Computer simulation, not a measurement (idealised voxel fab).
The process module that follows is named voxel double patterning.
cross-section cut | 260 nm wide | cells 5 nm
Just so we're on the same page, the cross-sections are grids of square cells, and they're listed out in bands top to bottom, each band one or more rows deep. Within each band entry, the heights of the top and of the bottom of the band appear first, in that order and in nm; the materials of the band then follow from left to right, each with its corresponding width in nm. The designation "all across" on a single material indicates that it fills the band from edge to edge; the designation "air" indicates empty space. We count height from 0. Below that, the starting wafer is all one material. The lowest band never ends at the bottom but goes on down; see "from 0 down" for how that is written. So if you see something like "30->40" for the width, read it as the top row of the band sitting at the first number and the bottom row at the second, with every row in between moving by the same amount as the last. "left unchanged" means the step left every cell of the cross-section as it was. Entry "Unvented cavities". Content: empty spaces with no open connection to the top, size 8 cells or greater. Each: width x height at distance. Distance: from left edge. Unit: nm. Note: text after step settings on the step line = simulator remark on that step. The setting "overlay nm" may be written on the line of a step. When the step uses a mask, the value reports how far to the right of the planned place the mask lay, and a negative value reports that it lay to the left.
So here's the lineup of process steps we planned
1) op RECEIVE | material Si
2) op CONFORMAL_DEP | material SiO2 | thk nm 5
3) op DIRECTIONAL_DEP | material TiN | thk nm 10
4) op DIRECTIONAL_DEP | material SiCN | thk nm 10
5) op DIRECTIONAL_DEP | material aC | thk nm 10
6) op PATTERN | tone open | mask id FIRST | material resist | width nm 15 | pitch nm 50 | thk nm 30 | overlay nm 0
7) op DIRECTIONAL_ETCH | etch materials aC | depth nm 10
8) op STRIP | etch materials resist
9) op DIRECTIONAL_ETCH | etch materials SiCN | depth nm 10
10) op STRIP | etch materials aC
11) op PATTERN | tone open | mask id SECOND | material resist | width nm 15 | thk nm 15 | overlay nm 0
12) op DIRECTIONAL_ETCH | etch materials SiCN | depth nm 10
13) op STRIP | etch materials resist
14) op DIRECTIONAL_ETCH | etch materials TiN | depth nm 10
15) op STRIP | etch materials SiCN
First of the two wafers, run per plan
as received, after step 1
> from 0 down  Si all across
> Unvented cavities: none
State of the wafer after step 2, shown in cross-section
> from 5 to 0  SiO2 all across
> Everything under 0 stays put, no change at all.
State of the wafer after step 3, shown in cross-section
> from 15 to 5  TiN all across
> Everything under 5 stays put, no change at all.
State of the wafer after step 4, shown in cross-section
> from 25 to 15  SiCN all across
> Everything under 15 stays put, no change at all.
State of the wafer after step 5, shown in cross-section
> from 35 to 25  aC all across
> Everything under 25 stays put, no change at all.
State of the wafer after step 6, shown in cross-section
> from 65 to 35  95 nm resist | 15 nm air | 35 nm resist | 15 nm air | 100 nm resist
> Everything under 35 stays put, no change at all.
State of the wafer after step 7, shown in cross-section
> from 55 to 35  95 nm resist | 15 nm air | 35 nm resist | 15 nm air | 100 nm resist
> from 35 to 25  95 nm aC | 15 nm air | 35 nm aC | 15 nm air | 100 nm aC
> Everything under 25 stays put, no change at all.
State of the wafer after step 8, shown in cross-section
> from 35 to 25  95 nm aC | 15 nm air | 35 nm aC | 15 nm air | 100 nm aC
> Everything under 25 stays put, no change at all.
State of the wafer after step 9, shown in cross-section
> from 35 to 25  95 nm aC | 15 nm air | 35 nm aC | 15 nm air | 100 nm aC
> from 25 to 15  95 nm SiCN | 15 nm air | 35 nm SiCN | 15 nm air | 100 nm SiCN
> Everything under 15 stays put, no change at all.
State of the wafer after step 10, shown in cross-section
> from 25 to 15  95 nm SiCN | 15 nm air | 35 nm SiCN | 15 nm air | 100 nm SiCN
> Everything under 15 stays put, no change at all.
State of the wafer after step 11, shown in cross-section
> from 40 to 25  120 nm resist | 15 nm air | 125 nm resist
> from 25 to 15  95 nm SiCN | 15 nm resist | 35 nm SiCN | 15 nm resist | 100 nm SiCN
> Everything under 15 stays put, no change at all.
State of the wafer after step 12, shown in cross-section
> from 40 to 25  120 nm resist | 15 nm air | 125 nm resist
> from 25 to 15  95 nm SiCN | 15 nm resist | 10 nm SiCN | 15 nm air | 10 nm SiCN | 15 nm resist | 100 nm SiCN
> Everything under 15 stays put, no change at all.
State of the wafer after step 13, shown in cross-section
> from 25 to 15  95 nm SiCN | 15 nm air | 10 nm SiCN | 15 nm air | 10 nm SiCN | 15 nm air | 100 nm SiCN
> Everything under 15 stays put, no change at all.
State of the wafer after step 14, shown in cross-section
> from 25 to 15  95 nm SiCN | 15 nm air | 10 nm SiCN | 15 nm air | 10 nm SiCN | 15 nm air | 100 nm SiCN
> from 15 to 5  95 nm TiN | 15 nm air | 10 nm TiN | 15 nm air | 10 nm TiN | 15 nm air | 100 nm TiN
> Everything under 5 stays put, no change at all.
State of the wafer after step 15, shown in cross-section
> from 15 to 5  95 nm TiN | 15 nm air | 10 nm TiN | 15 nm air | 10 nm TiN | 15 nm air | 100 nm TiN
> Everything under 5 stays put, no change at all.
It is to be noted that the second wafer proceeded from the same initial state and according to the same plan as the first, although one mistake was committed in its execution; through step 9, inclusive, the two wafers share an identical history
Second wafer, section view, time point: scheduled end of step 10
> from 25 to 15  95 nm SiCN | 15 nm air | 35 nm SiCN | 15 nm air | 100 nm SiCN
> Everything under 15 stays put, no change at all.
Second wafer, section view, time point: scheduled end of step 11
> from 40 to 25  120 nm resist | 15 nm air | 125 nm resist
> from 25 to 15  95 nm SiCN | 15 nm resist | 35 nm SiCN | 15 nm resist | 100 nm SiCN
> Everything under 15 stays put, no change at all.
Second wafer, section view, time point: scheduled end of step 12
> from 40 to 25  120 nm resist | 15 nm air | 125 nm resist
> from 25 to 15  95 nm SiCN | 15 nm resist | 10 nm SiCN | 15 nm air | 10 nm SiCN | 15 nm resist | 100 nm SiCN
> Everything under 15 stays put, no change at all.
Second wafer, section view, time point: scheduled end of step 13
> from 25 to 15  95 nm SiCN | 15 nm air | 10 nm SiCN | 15 nm air | 10 nm SiCN | 15 nm air | 100 nm SiCN
> Everything under 15 stays put, no change at all.
Second wafer, section view, time point: scheduled end of step 14
> from 25 to 15  95 nm SiCN | 15 nm air | 10 nm SiCN | 15 nm air | 10 nm SiCN | 15 nm air | 100 nm SiCN
> from 15 to 5  95 nm TiN | 15 nm air | 10 nm TiN | 15 nm air | 10 nm TiN | 15 nm air | 100 nm TiN
> Everything under 5 stays put, no change at all.
Second wafer, section view, time point: scheduled end of step 15
> from 15 to 5  95 nm TiN | 15 nm air | 10 nm TiN | 15 nm air | 10 nm TiN | 15 nm air | 100 nm TiN
> Everything under 5 stays put, no change at all.
So what did we get wrong on this run? step 10 of the plan was twice carried out
Since the two wafers finish with cross-sections that are the same, nothing this model computes is changed by the mistake.
